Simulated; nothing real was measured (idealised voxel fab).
Documented hereafter: the process module known as voxel ribs on slabs.
cross-section cut | 190 nm wide | cells 5 nm
A cross-section is a grid of square cells, given in bands from the top down. A band is one or more rows of cells. The entry gives the band's vertical extent as a top height and a bottom height in nm, then its horizontal make-up as materials from left to right, each with a width in nm. "air" stands for empty space; a single material marked "all across" fills the band edge to edge. Heights are measured from 0, the level below which the as-received wafer is all one material; the lowest band has no bottom and continues downward, written as in "0 and below". When a width is written as two numbers, as in "30..40", the first number is the width in the top row of cells of the band and the second is the width in its bottom row, and the width changes by the same amount from each row to the next. Reading "nothing changed" for a step: not a cell of the cross-section changed in it. Basically, "Sealed void inventory" tells you about the enclosed voids: empty spaces with no open way to the top, 8 cells or bigger, each written width x height at distance, where distance is from the left edge, all in nm. That trailing text on a step's line, after the settings, is the simulator's own remark on the step. The line of a step may include "overlay nm". On a step with a mask, this value is how far to the right of its planned place the mask lay. A negative value means the mask lay to the left.
This section lists the process steps that were planned
1: RECEIVE [material Si]
2: DIRECTIONAL_DEP [material SiO2] [thk nm 30]
3: DIRECTIONAL_DEP [material polySi] [thk nm 15]
4: MASKED_ETCH [tone cover] [mask id RIB] [width nm 25] [etch materials polySi] [depth nm 10] [overlay nm 0]
5: MASKED_ETCH [tone cover] [mask id SLAB] [width nm 65] [etch materials polySi] [depth nm 5] [overlay nm 0]
6: FILL_DEP [material SiO2] [thk nm 15]
7: CMP [height nm 55]
8: DIRECTIONAL_DEP [material TiN] [thk nm 10]
9: PATTERN [tone cover] [mask id HEATER] [material resist] [width nm 35] [thk nm 15] [overlay nm 0]
10: DIRECTIONAL_ETCH [etch materials TiN] [depth nm 10]
11: STRIP [etch materials resist]
12: CONFORMAL_DEP [material SiN] [thk nm 10]
What follows covers the first of two wafers; it ran as planned
Cross-section of the wafer at receipt, which is the condition after step 1
* 0 and below = Si all across
* Sealed void inventory: none
Cross-section through the wafer, step 2 finished
* 30 down to 0 = SiO2 all across
* Everything under 0 stays put, no change at all.
Cross-section through the wafer, step 3 finished
* 45 down to 30 = polySi all across
* Everything under 30 stays put, no change at all.
Cross-section through the wafer, step 4 finished
* 45 down to 35 = air (80) | polySi (25) | air (85)
* Everything under 35 stays put, no change at all.
Cross-section through the wafer, step 5 finished
* 45 down to 35 = air (80) | polySi (25) | air (85)
* 35 down to 30 = air (60) | polySi (65) | air (65)
* Everything under 30 stays put, no change at all.
Cross-section through the wafer, step 6 finished
* 60 down to 45 = SiO2 all across
* 45 down to 35 = SiO2 (80) | polySi (25) | SiO2 (85)
* 35 down to 30 = SiO2 (60) | polySi (65) | SiO2 (65)
* Everything under 30 stays put, no change at all.
Cross-section through the wafer, step 7 finished
* 55 down to 45 = SiO2 all across
* Everything under 45 stays put, no change at all.
Cross-section through the wafer, step 8 finished
* 65 down to 55 = TiN all across
* Everything under 55 stays put, no change at all.
Cross-section through the wafer, step 9 finished
* 80 down to 65 = air (75) | resist (35) | air (80)
* Everything under 65 stays put, no change at all.
Cross-section through the wafer, step 10 finished
* 80 down to 65 = air (75) | resist (35) | air (80)
* 65 down to 55 = air (75) | TiN (35) | air (80)
* Everything under 55 stays put, no change at all.
Cross-section through the wafer, step 11 finished
* 65 down to 55 = air (75) | TiN (35) | air (80)
* Everything under 55 stays put, no change at all.
Cross-section through the wafer, step 12 finished
* 75 down to 65 = air (65) | SiN (55) | air (70)
* 65 down to 55 = SiN (75) | TiN (35) | SiN (80)
* Everything under 55 stays put, no change at all.
Notes, second wafer: start = first wafer's, plan = first wafer's, execution had one mistake; history identical to first through step 1
Second wafer profile in section, at the moment step 2 of the plan was meant to be complete
* 15 down to 0 = polySi all across
* Everything under 0 stays put, no change at all.
Second wafer profile in section, at the moment step 3 of the plan was meant to be complete
* 45 down to 15 = SiO2 all across
* Everything under 15 stays put, no change at all.
Second wafer profile in section, at the moment step 4 of the plan was meant to be complete: nothing changed
Second wafer profile in section, at the moment step 5 of the plan was meant to be complete: nothing changed
Second wafer profile in section, at the moment step 6 of the plan was meant to be complete
* 60 down to 15 = SiO2 all across
* Everything under 15 stays put, no change at all.
Second wafer profile in section, at the moment step 7 of the plan was meant to be complete
* 55 down to 15 = SiO2 all across
* Everything under 15 stays put, no change at all.
Second wafer profile in section, at the moment step 8 of the plan was meant to be complete
* 65 down to 55 = TiN all across
* Everything under 55 stays put, no change at all.
Second wafer profile in section, at the moment step 9 of the plan was meant to be complete
* 80 down to 65 = air (75) | resist (35) | air (80)
* Everything under 65 stays put, no change at all.
Second wafer profile in section, at the moment step 10 of the plan was meant to be complete
* 80 down to 65 = air (75) | resist (35) | air (80)
* 65 down to 55 = air (75) | TiN (35) | air (80)
* Everything under 55 stays put, no change at all.
Second wafer profile in section, at the moment step 11 of the plan was meant to be complete
* 65 down to 55 = air (75) | TiN (35) | air (80)
* Everything under 55 stays put, no change at all.
Second wafer profile in section, at the moment step 12 of the plan was meant to be complete
* 75 down to 65 = air (65) | SiN (55) | air (70)
* 65 down to 55 = SiN (75) | TiN (35) | SiN (80)
* Everything under 55 stays put, no change at all.
Deviation from plan: deviation from plan: step 3 and step 2 executed in one another's positions
The closing comparison, in cells, has the second wafer with more or fewer of some materials than the first: SiO2 -91 | polySi +91
